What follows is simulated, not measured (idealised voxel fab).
This is a process module. Its name is voxel gate over fins.
Xsec cut, 230 nm wide, square cell size 5 nm.
Square cells in a grid make up a cross-section in this document, and the grid is given as bands, listed from the top down, each one or more rows of cells.
Band entry format. Leading values: height of top, height of bottom, nm. Remainder: materials in left-to-right order, each with its width in nm. Special words: "full width" on a single material, which then fills the band edge to edge; "air", empty space.
Height is counted from the level 0, under which the received wafer is composed throughout of one material. The lowest of the bands is not closed at the bottom but continues downward, in the notation "0 -> down".
Per-row width for "30->40": begins at first number (top row of band), ends at second number (bottom row), increment between rows held constant.
"no alteration" for a step: no cell of the cross-section changed in that step.
"Voids lacking openings" contains a list of empty spaces, each no smaller than 8 cells and without an open way to the top, written in the form width x height at distance with the distance from the left edge and all three in nm.
It should be noted that, on the line of a given step, the content following the step's settings is a remark produced by the simulator itself with respect to that step.
The "overlay nm" setting may appear on a step's line; for a step that uses a mask, it gives how far to the right of its planned position the mask lay, and a negative value indicates the left.
## List of planned process steps
1: RECEIVE,material Si
2: CONFORMAL_DEP,material SiN,thk nm 10
3: PATTERN,tone cover,mask id FINS,material resist,width nm 15,pitch nm 40,thk nm 15,overlay nm 0
4: DIRECTIONAL_ETCH,etch materials SiN,depth nm 10
5: DIRECTIONAL_ETCH,etch materials Si,depth nm 35
6: STRIP,etch materials resist
7: FILL_DEP,material SiO2,thk nm 5
8: CMP,height nm 10
9: SELECTIVE_ETCH,etch materials SiO2,depth nm 20
10: STRIP,etch materials SiN
11: CONFORMAL_DEP,material HfO2,thk nm 5
12: CONFORMAL_DEP,material TiN,thk nm 5
13: CONFORMAL_DEP,material TiAl,thk nm 5
14: CONFORMAL_DEP,material TiN,thk nm 5
15: FILL_DEP,material W,thk nm 15
16: CMP,height nm 30
17: CONFORMAL_DEP,material SiCN,thk nm 5
## The first of two wafers, run as planned
## Received-state cross-section, reflecting completion of step 1
  0 -> down  Si full width
  Voids lacking openings: none
## Take a look at the wafer's cross-section after step 2
  10 -> 0  SiN full width
  below 0: unchanged
## Take a look at the wafer's cross-section after step 3
  25 -> 10  air 65 nm, then resist 15 nm, then air 25 nm, then resist 15 nm, then air 25 nm, then resist 15 nm, then air 70 nm
  below 10: unchanged
## Take a look at the wafer's cross-section after step 4
  25 -> 10  air 65 nm, then resist 15 nm, then air 25 nm, then resist 15 nm, then air 25 nm, then resist 15 nm, then air 70 nm
  10 -> 0  air 65 nm, then SiN 15 nm, then air 25 nm, then SiN 15 nm, then air 25 nm, then SiN 15 nm, then air 70 nm
  below 0: unchanged
## Take a look at the wafer's cross-section after step 5
  25 -> 10  air 65 nm, then resist 15 nm, then air 25 nm, then resist 15 nm, then air 25 nm, then resist 15 nm, then air 70 nm
  10 -> 0  air 65 nm, then SiN 15 nm, then air 25 nm, then SiN 15 nm, then air 25 nm, then SiN 15 nm, then air 70 nm
  0 -> -35  air 65 nm, then Si 15 nm, then air 25 nm, then Si 15 nm, then air 25 nm, then Si 15 nm, then air 70 nm
  below -35: unchanged
## Take a look at the wafer's cross-section after step 6
  10 -> 0  air 65 nm, then SiN 15 nm, then air 25 nm, then SiN 15 nm, then air 25 nm, then SiN 15 nm, then air 70 nm
  below 0: unchanged
## Take a look at the wafer's cross-section after step 7
  15 -> 10  SiO2 full width
  10 -> 0  SiO2 65 nm, then SiN 15 nm, then SiO2 25 nm, then SiN 15 nm, then SiO2 25 nm, then SiN 15 nm, then SiO2 70 nm
  0 -> -35  SiO2 65 nm, then Si 15 nm, then SiO2 25 nm, then Si 15 nm, then SiO2 25 nm, then Si 15 nm, then SiO2 70 nm
  below -35: unchanged
## Take a look at the wafer's cross-section after step 8
  10 -> 0  SiO2 65 nm, then SiN 15 nm, then SiO2 25 nm, then SiN 15 nm, then SiO2 25 nm, then SiN 15 nm, then SiO2 70 nm
  below 0: unchanged
## Take a look at the wafer's cross-section after step 9
  10 -> 0  air 65 nm, then SiN 15 nm, then air 25 nm, then SiN 15 nm, then air 25 nm, then SiN 15 nm, then air 70 nm
  0 -> -10  air 65 nm, then Si 15 nm, then air 25 nm, then Si 15 nm, then air 25 nm, then Si 15 nm, then air 70 nm
  below -10: unchanged
## Take a look at the wafer's cross-section after step 10
  0 -> -10  air 65 nm, then Si 15 nm, then air 25 nm, then Si 15 nm, then air 25 nm, then Si 15 nm, then air 70 nm
  below -10: unchanged
## Take a look at the wafer's cross-section after step 11
  5 -> 0  air 60 nm, then HfO2 25 nm, then air 15 nm, then HfO2 25 nm, then air 15 nm, then HfO2 25 nm, then air 65 nm
  0 -> -5  air 60 nm, then HfO2 5 nm, then Si 15 nm, then HfO2 5 nm, then air 15 nm, then HfO2 5 nm, then Si 15 nm, then HfO2 5 nm, then air 15 nm, then HfO2 5 nm, then Si 15 nm, then HfO2 5 nm, then air 65 nm
  -5 -> -10  HfO2 65 nm, then Si 15 nm, then HfO2 25 nm, then Si 15 nm, then HfO2 25 nm, then Si 15 nm, then HfO2 70 nm
  below -10: unchanged
## Take a look at the wafer's cross-section after step 12
  10 -> 5  air 55 nm, then TiN 35 nm, then air 5 nm, then TiN 35 nm, then air 5 nm, then TiN 35 nm, then air 60 nm
  5 -> 0  air 55 nm, then TiN 5 nm, then HfO2 25 nm, then TiN 5 nm, then air 5 nm, then TiN 5 nm, then HfO2 25 nm, then TiN 5 nm, then air 5 nm, then TiN 5 nm, then HfO2 25 nm, then TiN 5 nm, then air 60 nm
  0 -> -5  TiN 60 nm, then HfO2 5 nm, then Si 15 nm, then HfO2 5 nm, then TiN 15 nm, then HfO2 5 nm, then Si 15 nm, then HfO2 5 nm, then TiN 15 nm, then HfO2 5 nm, then Si 15 nm, then HfO2 5 nm, then TiN 65 nm
  below -5: unchanged
## Take a look at the wafer's cross-section after step 13
  15 -> 10  air 50 nm, then TiAl 125 nm, then air 55 nm
  10 -> 5  air 50 nm, then TiAl 5 nm, then TiN 35 nm, then TiAl 5 nm, then TiN 35 nm, then TiAl 5 nm, then TiN 35 nm, then TiAl 5 nm, then air 55 nm
  5 -> 0  TiAl 55 nm, then TiN 5 nm, then HfO2 25 nm, then TiN 5 nm, then TiAl 5 nm, then TiN 5 nm, then HfO2 25 nm, then TiN 5 nm, then TiAl 5 nm, then TiN 5 nm, then HfO2 25 nm, then TiN 5 nm, then TiAl 60 nm
  below 0: unchanged
## Take a look at the wafer's cross-section after step 14
  20 -> 15  air 45 nm, then TiN 135 nm, then air 50 nm
  15 -> 10  air 45 nm, then TiN 5 nm, then TiAl 125 nm, then TiN 5 nm, then air 50 nm
  10 -> 5  TiN 50 nm, then TiAl 5 nm, then TiN 35 nm, then TiAl 5 nm, then TiN 35 nm, then TiAl 5 nm, then TiN 35 nm, then TiAl 5 nm, then TiN 55 nm
  below 5: unchanged
## Take a look at the wafer's cross-section after step 15
  35 -> 20  W full width
  20 -> 15  W 45 nm, then TiN 135 nm, then W 50 nm
  15 -> 10  W 45 nm, then TiN 5 nm, then TiAl 125 nm, then TiN 5 nm, then W 50 nm
  below 10: unchanged
## Take a look at the wafer's cross-section after step 16
  30 -> 20  W full width
  below 20: unchanged
## Take a look at the wafer's cross-section after step 17
  35 -> 30  SiCN full width
  below 30: unchanged
## Wafer two: like wafer one in start and plan, but with one mistake in execution; identical up to and including step 12
Cross-section of the second wafer corresponding to the planned conclusion of step 13: no alteration
## Cross-section of the second wafer corresponding to the planned conclusion of step 14
  15 -> 5  air 50 nm, then TiN 125 nm, then air 55 nm
  5 -> 0  TiN 60 nm, then HfO2 25 nm, then TiN 15 nm, then HfO2 25 nm, then TiN 15 nm, then HfO2 25 nm, then TiN 65 nm
  below 0: unchanged
## Cross-section of the second wafer corresponding to the planned conclusion of step 15
  30 -> 15  W full width
  15 -> 5  W 50 nm, then TiN 125 nm, then W 55 nm
  below 5: unchanged
Cross-section of the second wafer corresponding to the planned conclusion of step 16: no alteration
## Cross-section of the second wafer corresponding to the planned conclusion of step 17
  35 -> 30  SiCN full width
  below 30: unchanged
Error vs. plan: the plan's step 13 went unexecuted, having been skipped
Final difference in cells, second wafer against first, listed per material as more or fewer: -54 TiAl, +4 TiN, +50 W
